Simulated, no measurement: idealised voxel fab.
Process module under the name voxel transistor to metal
The cross-section on display is named cut; it measures 165 nm wide, and its cells are 5 nm squares.
A cross-section is written here as square cells arranged in a grid, and it is given in bands from the top down, each band taking up one or more rows of cells. A band entry consists of two parts. The first gives the height of the band's top and the height of its bottom, in nm. The rest lists the band's materials from left to right, each with its width in nm. A single material labelled with the word "all across" fills the band from edge to edge, and the word "empty" marks empty space. Height is counted from the level 0, under which the received wafer is composed throughout of one material. The lowest of the bands is not closed at the bottom but continues downward, in the notation "0 and below". So if you see something like "30->40" for the width, read it as the top row of the band sitting at the first number and the bottom row at the second, with every row in between moving by the same amount as the last. What does "no alteration" mean for a step? It means no cell of the cross-section changed in that step. Enclosed voids (no open way to top), threshold 8 cells or more, entry "Enclosed cavities", notation width x height at distance, distance from left edge, nm. Text after the settings on a step's line: the simulator's own remark on that step. "overlay nm", when on a step's line for a step with a mask, measures how far to the right of its planned place the mask lay; a negative measure means to the left.

# So here's the lineup of process steps we planned
1: RECEIVE (material Si)
2: CONFORMAL_DEP (material SiO2; thk nm 5)
3: CONFORMAL_DEP (material SiN; thk nm 15)
4: MASKED_ETCH (tone cover; mask id ACTIVE; width nm 115; etch materials SiN; depth nm 15; overlay nm 0)
5: MASKED_ETCH (tone cover; mask id ACTIVE; width nm 115; etch materials SiO2; depth nm 5; overlay nm 0)
6: MASKED_ETCH (tone cover; mask id ACTIVE; width nm 115; etch materials Si; depth nm 20; overlay nm 0)
7: FILL_DEP (material SiO2; thk nm 15)
8: CMP (height nm 20)
9: SELECTIVE_ETCH (etch materials SiO2; depth nm 5)
10: STRIP (etch materials SiN)
11: SELECTIVE_ETCH (etch materials SiO2; depth nm 5)
12: OXIDIZE (depth nm 5)
13: DIRECTIONAL_DEP (material polySi; thk nm 25)
14: DIRECTIONAL_DEP (material SiCN; thk nm 10)
15: MASKED_ETCH (tone cover; mask id GATE; width nm 15; etch materials SiCN; depth nm 20; overlay nm 0)
16: MASKED_ETCH (tone cover; mask id GATE; width nm 15; etch materials polySi; depth nm 35; overlay nm 0)
17: CONFORMAL_DEP (material SiO2; thk nm 5)
18: DIRECTIONAL_ETCH (etch materials SiO2; depth nm 5)
19: CONFORMAL_DEP (material SiN; thk nm 10)
20: DIRECTIONAL_ETCH (etch materials SiN; depth nm 10)
21: DIRECTIONAL_ETCH (etch materials SiO2; depth nm 5)
22: DIRECTIONAL_ETCH (etch materials Si; depth nm 5)
23: EPI (material nSi; thk nm 10)
24: FILL_DEP (material SiO2; thk nm 10)
25: CMP (height nm 35)
26: DIRECTIONAL_DEP (material SiO2; thk nm 15)
27: PATTERN (tone open; mask id CONTACT; material resist; width nm 20; pitch nm 75; thk nm 20; overlay nm 0)
28: DIRECTIONAL_ETCH (etch materials SiO2; depth nm 50)
29: STRIP (etch materials resist)
30: CONFORMAL_DEP (material TiN; thk nm 5)
31: FILL_DEP (material Ru; thk nm 10)
32: CMP (height nm 50)
33: CONFORMAL_DEP (material SiN; thk nm 5)
34: DIRECTIONAL_DEP (material lowk; thk nm 15)
35: PATTERN (tone open; mask id METAL_1; material resist; width nm 20; pitch nm 75; thk nm 15; overlay nm 0)
36: DIRECTIONAL_ETCH (etch materials lowk; depth nm 15)
37: DIRECTIONAL_ETCH (etch materials SiN; depth nm 5)
38: STRIP (etch materials resist)
39: CONFORMAL_DEP (material TiN; thk nm 5)
40: FILL_DEP (material Ru; thk nm 5)
41: CMP (height nm 70)
42: CONFORMAL_DEP (material SiCN; thk nm 5)
43: DIRECTIONAL_DEP (material lowk; thk nm 25)
44: MASKED_ETCH (tone open; mask id METAL_2_HOLES; width nm 15; pitch nm 75; etch materials lowk; depth nm 25; overlay nm 0)
45: DIRECTIONAL_DEP (material aC; thk nm 10)
46: PATTERN (tone open; mask id METAL_2; material resist; width nm 20; pitch nm 75; thk nm 25; overlay nm 0)
47: DIRECTIONAL_ETCH (etch materials aC; depth nm 10)
48: STRIP (etch materials resist)
49: DIRECTIONAL_ETCH (etch materials lowk; depth nm 15)
50: DIRECTIONAL_ETCH (etch materials SiCN; depth nm 5)
51: STRIP (etch materials aC)
52: CONFORMAL_DEP (material TiN; thk nm 5)
53: FILL_DEP (material Ru; thk nm 10)
54: CMP (height nm 100)
55: CONFORMAL_DEP (material SiCN; thk nm 5)

# The cross-section here shows the wafer as received, i.e. in its state after step 1
  0 and below  Si all across
  Enclosed cavities: none

# The module was run from the start shown above using the plan shown above, but one mistake was made doing it; the resulting wafer cross-section is below
  105 down to 100  SiCN all across
  100 down to 90  Ru all across
  90 down to 85  Ru=30 | TiN=25 | Ru=50 | TiN=25 | Ru=35
  85 down to 80  Ru=30 | TiN=5 | lowk=15 | TiN=5 | Ru=50 | TiN=5 | lowk=15 | TiN=5 | Ru=35
  80 down to 75  TiN=35 | lowk=15 | TiN=60 | lowk=15 | TiN=40
  75 down to 70  SiCN=50 | TiN=5 | SiCN=70 | TiN=5 | SiCN=35
  70 down to 55  lowk=35 | TiN=5 | Ru=10 | TiN=5 | lowk=55 | TiN=5 | Ru=10 | TiN=5 | lowk=35
  55 down to 50  SiN=35 | TiN=20 | SiN=55 | TiN=20 | SiN=35
  50 down to 35  SiO2=35 | TiN=5 | Ru=10 | TiN=5 | SiO2=55 | TiN=5 | Ru=10 | TiN=5 | SiO2=35
  35 down to 25  SiO2=35 | TiN=5 | Ru=10 | TiN=5 | SiO2=5 | SiN=10 | SiO2=5 | SiCN=15 | SiO2=5 | SiN=10 | SiO2=5 | TiN=5 | Ru=10 | TiN=5 | SiO2=35
  25 down to 10  SiO2=35 | TiN=5 | Ru=10 | TiN=5 | SiO2=5 | SiN=10 | SiO2=5 | polySi=15 | SiO2=5 | SiN=10 | SiO2=5 | TiN=5 | Ru=10 | TiN=5 | SiO2=35
  10 down to 5  SiO2=25 | SiN=10 | TiN=20 | SiO2=5 | SiN=10 | SiO2=5 | polySi=15 | SiO2=5 | SiN=10 | SiO2=5 | TiN=20 | SiN=10 | SiO2=25
  5 down to 0  SiO2=25 | SiN=10 | nSi=10 | TiN=5 | nSi=10 | SiN=10 | SiO2=5 | polySi=15 | SiO2=5 | SiN=10 | nSi=10 | TiN=5 | nSi=10 | SiN=10 | SiO2=25
  0 down to -5  SiO2=35 | nSi=25 | SiO2=45 | nSi=25 | SiO2=35
  -5 down to -10  SiO2=25 | Si=10 | nSi=25 | Si=45 | nSi=25 | Si=10 | SiO2=25
  -10 down to -20  SiO2=25 | Si=115 | SiO2=25
  -20 and below  Si all across
  Enclosed cavities: none
Here's what went sideways: step 44 ran as: MASKED_ETCH (tone cover; mask id METAL_2_HOLES; width nm 15; pitch nm 75; etch materials lowk; depth nm 25; overlay nm 0)
